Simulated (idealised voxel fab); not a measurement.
The name of this process module is voxel transistor to metal.
We display cut, a cross-section 185 nm in width whose square cells are each 5 nm.
A cross-section is a grid of square cells, given in bands from the top down. A band is one or more rows of cells. Each band's line starts with the height of the band's top and of its bottom, in nm. Then come its materials from left to right, each with its width in nm. One material with "everywhere" fills the band from edge to edge. "blank" is empty space. Height is counted from the level 0, under which the received wafer is composed throughout of one material. The lowest of the bands is not closed at the bottom but continues downward, in the notation "from 0 down". The notation "30->40" denotes a width that varies across the rows of cells in the band, beginning at the first number in the top row, finishing at the second number in the bottom row, and changing by an identical amount from each row to the next. Basically "no change occurred" means that step didn't change any cell in the cross-section. Listed in "Enclosed cavity list": every empty space of 8 or more cells without an open way to the top. Form: width x height at distance, the distance being from the left edge, all in nm. Formally, on a step line, whatever follows the settings is a remark that the simulator itself makes on the step. overlay nm: on a step with a mask, how far right of its planned place the mask lay; negative means left.

### Intended process steps
1,RECEIVE (material Si)
2,OXIDIZE (depth nm 5)
3,CONFORMAL_DEP (material SiN; thk nm 10)
4,DIRECTIONAL_DEP (material aC; thk nm 10)
5,PATTERN (tone cover; mask id ACTIVE; material resist; width nm 105; thk nm 25; overlay nm 0)
6,DIRECTIONAL_ETCH (etch materials aC; depth nm 10)
7,STRIP (etch materials resist)
8,DIRECTIONAL_ETCH (etch materials SiN; depth nm 10)
9,DIRECTIONAL_ETCH (etch materials SiO2; depth nm 5)
10,DIRECTIONAL_ETCH (etch materials Si; depth nm 35)
11,STRIP (etch materials aC)
12,OXIDIZE (depth nm 5)
13,FILL_DEP (material SiO2; thk nm 5)
14,CMP (height nm 10)
15,SELECTIVE_ETCH (etch materials SiO2; depth nm 5)
16,STRIP (etch materials SiN)
17,SELECTIVE_ETCH (etch materials SiO2; depth nm 5)
18,OXIDIZE (depth nm 5)
19,DIRECTIONAL_DEP (material polySi; thk nm 30)
20,DIRECTIONAL_DEP (material SiCN; thk nm 10)
21,PATTERN (tone cover; mask id GATE; material resist; width nm 25; thk nm 20; overlay nm 0)
22,DIRECTIONAL_ETCH (etch materials SiCN; depth nm 20)
23,DIRECTIONAL_ETCH (etch materials polySi; depth nm 40)
24,STRIP (etch materials resist)
25,CONFORMAL_DEP (material SiO2; thk nm 5)
26,DIRECTIONAL_ETCH (etch materials SiO2; depth nm 5)
27,CONFORMAL_DEP (material SiN; thk nm 5)
28,DIRECTIONAL_ETCH (etch materials SiN; depth nm 5)
29,DIRECTIONAL_ETCH (etch materials SiO2; depth nm 5)
30,DIRECTIONAL_ETCH (etch materials Si; depth nm 10)
31,EPI (material nSi; thk nm 10)
32,FILL_DEP (material SiO2; thk nm 10)
33,CMP (height nm 35)
34,DIRECTIONAL_DEP (material SiO2; thk nm 15)
35,PATTERN (tone open; mask id CONTACT; material resist; width nm 20; pitch nm 75; thk nm 15; overlay nm 0)
36,DIRECTIONAL_ETCH (etch materials SiO2; depth nm 60)
37,STRIP (etch materials resist)
38,CONFORMAL_DEP (material TiN; thk nm 5)
39,FILL_DEP (material Ru; thk nm 5)
40,CMP (height nm 50)
41,DIRECTIONAL_DEP (material TiN; thk nm 5)
42,DIRECTIONAL_DEP (material W; thk nm 15)
43,DIRECTIONAL_DEP (material aC; thk nm 15)
44,PATTERN (tone cover; mask id METAL_1; material resist; width nm 20; pitch nm 75; thk nm 35; overlay nm 0)
45,DIRECTIONAL_ETCH (etch materials aC; depth nm 15)
46,STRIP (etch materials resist)
47,DIRECTIONAL_ETCH (etch materials W; depth nm 15)
48,DIRECTIONAL_ETCH (etch materials TiN; depth nm 5)
49,STRIP (etch materials aC)
50,CONFORMAL_DEP (material SiN; thk nm 5)
51,FILL_DEP (material lowk; thk nm 10)
52,CMP (height nm 70)
53,CONFORMAL_DEP (material SiCN; thk nm 5)
54,DIRECTIONAL_DEP (material SiO2; thk nm 35)
55,MASKED_ETCH (tone open; mask id METAL_2; width nm 20; pitch nm 75; etch materials SiO2; depth nm 20; overlay nm 0)
56,MASKED_ETCH (tone open; mask id METAL_2_HOLES; width nm 15; pitch nm 75; etch materials SiO2; depth nm 15; overlay nm 0)
57,MASKED_ETCH (tone open; mask id METAL_2_HOLES; width nm 15; pitch nm 75; etch materials SiCN; depth nm 5; overlay nm 0)
58,CONFORMAL_DEP (material TiN; thk nm 5)
59,FILL_DEP (material Ru; thk nm 5)
60,CMP (height nm 110)
61,CONFORMAL_DEP (material SiN; thk nm 5)

### Shown in cross-section is the wafer as received, that is, as it stands after step 1
from 0 down  Si everywhere
Enclosed cavity list: none

### Look at the cross-section after the module: the wafer started out the way shown above and the plan was the one shown above, yet one mistake was made along the way
from 115 to 110  SiN everywhere
from 110 to 95  SiO2 (45)  TiN (5)  Ru (10)  TiN (5)  SiO2 (55)  TiN (5)  Ru (10)  TiN (5)  SiO2 (45)
from 95 to 90  SiO2 (45)  TiN (5)  Ru (5)  TiN (10)  SiO2 (55)  TiN (5)  Ru (5)  TiN (10)  SiO2 (45)
from 90 to 75  SiO2 (45)  TiN (5)  Ru (5)  TiN (5)  SiO2 (60)  TiN (5)  Ru (5)  TiN (5)  SiO2 (50)
from 75 to 70  SiCN (45)  TiN (15)  SiCN (60)  TiN (15)  SiCN (50)
from 70 to 55  lowk (40)  SiN (5)  W (20)  SiN (5)  lowk (45)  SiN (5)  W (20)  SiN (5)  lowk (40)
from 55 to 50  SiN (45)  TiN (20)  SiN (55)  TiN (20)  SiN (45)
from 50 to 35  SiO2 (40)  TiN (5)  Ru (10)  TiN (5)  SiO2 (55)  TiN (5)  Ru (10)  TiN (5)  SiO2 (50)
from 35 to 25  SiO2 (40)  TiN (5)  Ru (10)  TiN (5)  SiO2 (10)  SiN (5)  SiO2 (5)  SiCN (25)  SiO2 (5)  SiN (5)  TiN (5)  Ru (10)  TiN (5)  SiO2 (50)
from 25 to 5  SiO2 (40)  TiN (5)  Ru (10)  TiN (5)  SiO2 (10)  SiN (5)  SiO2 (5)  polySi (25)  SiO2 (5)  SiN (5)  TiN (5)  Ru (10)  TiN (5)  SiO2 (50)
from 5 to 0  SiO2 (40)  TiN (10)  Ru (5)  TiN (5)  SiO2 (10)  SiN (5)  SiO2 (5)  polySi (25)  SiO2 (5)  SiN (5)  TiN (20)  SiO2 (50)
from 0 to -5  SiO2 (40)  SiN (5)  TiN (5)  Ru (5)  TiN (5)  nSi (10)  SiN (5)  SiO2 (5)  polySi (25)  SiO2 (5)  SiN (5)  nSi (10)  TiN (10)  SiO2 (5)  SiN (5)  SiO2 (40)
from -5 to -10  SiO2 (45)  TiN (15)  nSi (10)  SiO2 (45)  nSi (10)  TiN (10)  SiO2 (50)
from -10 to -20  SiO2 (45)  nSi (25)  Si (45)  nSi (25)  SiO2 (45)
from -20 to -45  SiO2 (45)  Si (95)  SiO2 (45)
from -45 down  Si everywhere
Enclosed cavity list: none
What went wrong in running the wafer? not per plan at step 35, really ran PATTERN (tone open; mask id CONTACT; material resist; width nm 20; pitch nm 75; thk nm 15; overlay nm -5)
